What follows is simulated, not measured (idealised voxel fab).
process module | voxel ribs on slabs
cross-section cut | 285 nm wide | cells 5 nm
A cross-section is a grid of square cells, given in bands from the top down. A band is one or more rows of cells.
Each band's line starts with the height of the band's top and of its bottom, in nm. Then come its materials from left to right, each with its width in nm. One material with "throughout" fills the band from edge to edge. "air" is empty space.
Height 0 is the level under which the wafer as received is all one material. The lowest band goes on downwards, as in "0 down".
A width such as "30 to 40" changes by the same amount from each row of cells to the next, from the band's top row to its bottom row.
"no change" after a step means that no cell of the cross-section changed.
closed voids: empty space of 8 cells or more with no open way to the top, each as width x height at its distance from the left edge, in nm
after a step's settings: what the simulator itself notes on the step
overlay nm, on a step with a mask: how far to the right of its planned place the mask lay; to the left if negative
plan
1 op RECEIVE | material Si
2 op DIRECTIONAL_DEP | material SiO2 | thk nm 30
3 op DIRECTIONAL_DEP | material SiN | thk nm 20
4 op MASKED_ETCH | tone cover | mask id RIB | width nm 25 | etch materials SiN | depth nm 15 | overlay nm 0
5 op PATTERN | tone cover | mask id SLAB | material resist | width nm 65 | thk nm 15 | overlay nm 0
6 op DIRECTIONAL_ETCH | etch materials SiN | depth nm 5
7 op STRIP | etch materials resist
8 op FILL_DEP | material SiO2 | thk nm 25
9 op CMP | height nm 70
10 op DIRECTIONAL_DEP | material TiN | thk nm 5
11 op DIRECTIONAL_DEP | material aC | thk nm 15
12 op PATTERN | tone cover | mask id HEATER | material resist | width nm 35 | thk nm 35 | overlay nm 0
13 op DIRECTIONAL_ETCH | etch materials aC | depth nm 15
14 op STRIP | etch materials resist
15 op DIRECTIONAL_ETCH | etch materials TiN | depth nm 10
16 op STRIP | etch materials aC
17 op CONFORMAL_DEP | material SiO2 | thk nm 5
varied across the wafers: thk nm of step 10. The plan shows the first wafer's value. All wafers start alike
first wafer as received, after step 1
  0 down: Si throughout
  closed voids: none
first wafer at the end, after step 17
  80 to 75: air 120 | SiO2 45 | air 120
  75 to 70: SiO2 125 | TiN 35 | SiO2 125
  70 to 50: SiO2 throughout
  50 to 35: SiO2 130 | SiN 25 | SiO2 130
  35 to 30: SiO2 110 | SiN 65 | SiO2 110
  30 to 0: SiO2 throughout
  0 down: Si throughout
  closed voids: none
last wafer at the end
  100 to 95: air 120 | SiO2 45 | air 120
  95 to 90: air 120 | SiO2 5 | TiN 35 | SiO2 5 | air 120
  90 to 85: SiO2 125 | TiN 35 | SiO2 125
  85 to 70: TiN throughout
  70 to 50: SiO2 throughout
  50 to 35: SiO2 130 | SiN 25 | SiO2 130
  35 to 30: SiO2 110 | SiN 65 | SiO2 110
  30 to 0: SiO2 throughout
  0 down: Si throughout
  closed voids: none
each wafer at the end: cells of each material gained (+) or lost (-) since it was received, then its closed voids
thk nm 5 | +28 SiN | +829 SiO2 | +7 TiN | closed voids: none
thk nm 10 | +28 SiN | +831 SiO2 | +14 TiN | closed voids: none
thk nm 15 | +28 SiN | +831 SiO2 | +71 TiN | closed voids: none
thk nm 20 | +28 SiN | +831 SiO2 | +128 TiN | closed voids: none
thk nm 25 | +28 SiN | +831 SiO2 | +185 TiN | closed voids: none
